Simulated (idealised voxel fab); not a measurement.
process module | voxel transistor to metal
cross-section cut | 210 nm wide | cells 5 nm
A cross-section is a grid of square cells, given in bands from the top down. A band is one or more rows of cells.
Each band's line starts with the height of the band's top and of its bottom, in nm. Then come its materials from left to right, each with its width in nm. One material with "throughout" fills the band from edge to edge. "air" is empty space.
Height 0 is the level under which the wafer as received is all one material. The lowest band goes on downwards, as in "0 down".
A width such as "30 to 40" changes by the same amount from each row of cells to the next, from the band's top row to its bottom row.
"no change" after a step means that no cell of the cross-section changed.
closed voids: empty space of 8 cells or more with no open way to the top, each as width x height at its distance from the left edge, in nm
after a step's settings: what the simulator itself notes on the step
overlay nm, on a step with a mask: how far to the right of its planned place the mask lay; to the left if negative
plan
1 op RECEIVE | material Si
2 op OXIDIZE | depth nm 5
3 op CONFORMAL_DEP | material SiN | thk nm 15
4 op PATTERN | tone cover | mask id ACTIVE | material resist | width nm 115 | thk nm 15 | overlay nm 0
5 op DIRECTIONAL_ETCH | etch materials SiN | depth nm 15
6 op DIRECTIONAL_ETCH | etch materials SiO2 | depth nm 5
7 op DIRECTIONAL_ETCH | etch materials Si | depth nm 30
8 op STRIP | etch materials resist
9 op OXIDIZE | depth nm 5
10 op FILL_DEP | material SiO2 | thk nm 10
11 op CMP | height nm 15
12 op SELECTIVE_ETCH | etch materials SiO2 | depth nm 10
13 op STRIP | etch materials SiN
14 op SELECTIVE_ETCH | etch materials SiO2 | depth nm 5
15 op OXIDIZE | depth nm 5
16 op DIRECTIONAL_DEP | material polySi | thk nm 20
17 op DIRECTIONAL_DEP | material SiCN | thk nm 15
18 op DIRECTIONAL_DEP | material aC | thk nm 10
19 op PATTERN | tone cover | mask id GATE | material resist | width nm 25 | thk nm 25 | overlay nm 0
20 op DIRECTIONAL_ETCH | etch materials aC | depth nm 10
21 op STRIP | etch materials resist
22 op DIRECTIONAL_ETCH | etch materials SiCN | depth nm 25
23 op DIRECTIONAL_ETCH | etch materials polySi | depth nm 30
24 op STRIP | etch materials aC
25 op CONFORMAL_DEP | material SiO2 | thk nm 5
26 op DIRECTIONAL_ETCH | etch materials SiO2 | depth nm 5
27 op CONFORMAL_DEP | material SiN | thk nm 5
28 op DIRECTIONAL_ETCH | etch materials SiN | depth nm 5
29 op DIRECTIONAL_ETCH | etch materials SiO2 | depth nm 5
30 op DIRECTIONAL_ETCH | etch materials Si | depth nm 5
31 op EPI | material SiGe | thk nm 10
32 op FILL_DEP | material SiO2 | thk nm 5
33 op CMP | height nm 30
34 op DIRECTIONAL_DEP | material SiO2 | thk nm 10
35 op DIRECTIONAL_DEP | material aC | thk nm 10
36 op PATTERN | tone open | mask id CONTACT | material resist | width nm 35 | pitch nm 70 | thk nm 30 | overlay nm 0
37 op DIRECTIONAL_ETCH | etch materials aC | depth nm 10
38 op STRIP | etch materials resist
39 op DIRECTIONAL_ETCH | etch materials SiO2 | depth nm 45
40 op STRIP | etch materials aC
41 op CONFORMAL_DEP | material TiN | thk nm 5
42 op FILL_DEP | material Ru | thk nm 5
43 op CMP | height nm 40
44 op DIRECTIONAL_DEP | material TiN | thk nm 5
45 op DIRECTIONAL_DEP | material W | thk nm 15
46 op MASKED_ETCH | tone cover | mask id METAL_1 | width nm 20 | pitch nm 85 | etch materials W | depth nm 15 | overlay nm 0
47 op MASKED_ETCH | tone cover | mask id METAL_1 | width nm 20 | pitch nm 85 | etch materials TiN | depth nm 5 | overlay nm 0
48 op CONFORMAL_DEP | material SiN | thk nm 5
49 op FILL_DEP | material SiO2 | thk nm 10
50 op CMP | height nm 60
51 op CONFORMAL_DEP | material SiCN | thk nm 5
52 op DIRECTIONAL_DEP | material SiO2 | thk nm 25
53 op PATTERN | tone open | mask id METAL_2 | material resist | width nm 20 | pitch nm 85 | thk nm 20 | overlay nm 0
54 op DIRECTIONAL_ETCH | etch materials SiO2 | depth nm 15
55 op STRIP | etch materials resist
56 op PATTERN | tone open | mask id METAL_2_HOLES | material resist | width nm 15 | pitch nm 85 | thk nm 20 | overlay nm 0
57 op DIRECTIONAL_ETCH | etch materials SiO2 | depth nm 10
58 op DIRECTIONAL_ETCH | etch materials SiCN | depth nm 5
59 op STRIP | etch materials resist
60 op CONFORMAL_DEP | material TiN | thk nm 5
61 op FILL_DEP | material Cu | thk nm 5
62 op CMP | height nm 90
63 op CONFORMAL_DEP | material SiN | thk nm 5
as received, after step 1
  0 down: Si throughout
  closed voids: none
a wafer at the end: this start, this plan, one mistake
  95 to 90: SiN throughout
  90 to 80: SiO2 50 | TiN 5 | Cu 10 | TiN 5 | SiO2 65 | TiN 5 | Cu 10 | TiN 5 | SiO2 55
  80 to 75: SiO2 50 | TiN 5 | Cu 5 | TiN 10 | SiO2 65 | TiN 5 | Cu 5 | TiN 10 | SiO2 55
  75 to 65: SiO2 50 | TiN 5 | Cu 5 | TiN 5 | SiO2 70 | TiN 5 | Cu 5 | TiN 5 | SiO2 60
  65 to 60: SiCN 50 | TiN 15 | SiCN 70 | TiN 15 | SiCN 60
  60 to 45: SiO2 45 | SiN 5 | W 20 | SiN 5 | SiO2 55 | SiN 5 | W 20 | SiN 5 | SiO2 50
  45 to 40: SiN 50 | TiN 20 | SiN 65 | TiN 20 | SiN 55
  40 to 30: SiO2 50 | TiN 5 | Ru 25 | TiN 5 | SiO2 35 | TiN 5 | Ru 25 | TiN 5 | SiO2 55
  30 to 15: SiO2 50 | TiN 5 | Ru 25 | TiN 5 | SiN 5 | SiCN 25 | SiN 5 | TiN 5 | Ru 25 | TiN 5 | SiO2 55
  15 to 5: SiO2 50 | TiN 5 | Ru 25 | TiN 5 | SiN 5 | polySi 25 | SiN 5 | TiN 5 | Ru 25 | TiN 5 | SiO2 55
  5 to 0: SiO2 50 | TiN 5 | Ru 15 | TiN 15 | SiN 5 | polySi 25 | SiN 5 | TiN 15 | Ru 15 | TiN 5 | SiO2 55
  0 to -5: SiO2 50 | TiN 25 | SiGe 10 | SiN 5 | polySi 25 | SiN 5 | SiGe 10 | TiN 25 | SiO2 55
  -5 to -10: SiO2 40 | SiN 5 | SiGe 40 | SiN 5 | SiO2 25 | SiN 5 | SiGe 40 | SiN 5 | SiO2 45
  -10 to -15: SiO2 45 | SiGe 40 | Si 35 | SiGe 40 | SiO2 50
  -15 to -40: SiO2 50 | Si 105 | SiO2 55
  -40 down: Si throughout
  closed voids: none
what went wrong: step 25 was left out
